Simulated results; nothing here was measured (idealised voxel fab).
process module | voxel tone inversion
cross-section cut | 160 nm wide | cells 5 nm
A cross-section is a grid of square cells, given in bands from the top down. A band is one or more rows of cells.
Each band's line starts with the height of the band's top and of its bottom, in nm. Then come its materials from left to right, each with its width in nm. One material with "throughout" fills the band from edge to edge. "air" is empty space.
Height 0 is the level under which the wafer as received is all one material. The lowest band goes on downwards, as in "0 down".
A width such as "30 to 40" changes by the same amount from each row of cells to the next, from the band's top row to its bottom row.
"no change" after a step means that no cell of the cross-section changed.
closed voids: empty space of 8 cells or more with no open way to the top, each as width x height at its distance from the left edge, in nm
after a step's settings: what the simulator itself notes on the step
overlay nm, on a step with a mask: how far to the right of its planned place the mask lay; to the left if negative
plan
1 op RECEIVE | material Si
2 op CONFORMAL_DEP | material SiCN | thk nm 5
3 op DIRECTIONAL_DEP | material polySi | thk nm 25
4 op PATTERN | tone cover | mask id POSTS | material resist | width nm 25 | pitch nm 50 | thk nm 35 | overlay nm 0
5 op DIRECTIONAL_ETCH | etch materials polySi | depth nm 25
6 op STRIP | etch materials resist
7 op FILL_DEP | material SiO2 | thk nm 10
8 op CMP | height nm 30
9 op STRIP | etch materials polySi
first wafer, as planned
as received, after step 1
  0 down: Si throughout
  closed voids: none
after step 2
  5 to 0: SiCN throughout
  below 0: unchanged
after step 3
  30 to 5: polySi throughout
  below 5: unchanged
after step 4
  65 to 30: air 40 | resist 25 | air 25 | resist 25 | air 45
  below 30: unchanged
after step 5
  65 to 30: air 40 | resist 25 | air 25 | resist 25 | air 45
  30 to 5: air 40 | polySi 25 | air 25 | polySi 25 | air 45
  below 5: unchanged
after step 6
  30 to 5: air 40 | polySi 25 | air 25 | polySi 25 | air 45
  below 5: unchanged
after step 7
  40 to 30: SiO2 throughout
  30 to 5: SiO2 40 | polySi 25 | SiO2 25 | polySi 25 | SiO2 45
  below 5: unchanged
after step 8
  30 to 5: SiO2 40 | polySi 25 | SiO2 25 | polySi 25 | SiO2 45
  below 5: unchanged
after step 9
  30 to 5: SiO2 40 | air 25 | SiO2 25 | air 25 | SiO2 45
  below 5: unchanged
second wafer: like start, like plan, one mistake. Through step 1 it matches the first wafer
when step 2 should have ended
  25 to 0: polySi throughout
  below 0: unchanged
when step 3 should have ended
  30 to 25: SiCN throughout
  below 25: unchanged
when step 4 should have ended
  65 to 30: air 40 | resist 25 | air 25 | resist 25 | air 45
  below 30: unchanged
when step 5 should have ended: no change
when step 6 should have ended
  30 to 25: SiCN throughout
  below 25: unchanged
when step 7 should have ended
  40 to 30: SiO2 throughout
  below 30: unchanged
when step 8 should have ended
  30 to 25: SiCN throughout
  below 25: unchanged
when step 9 should have ended: no change
what went wrong: steps 2 and 3 were swapped
at the end the second wafer has, in cells: 110 fewer of SiO2 | 160 more of polySi
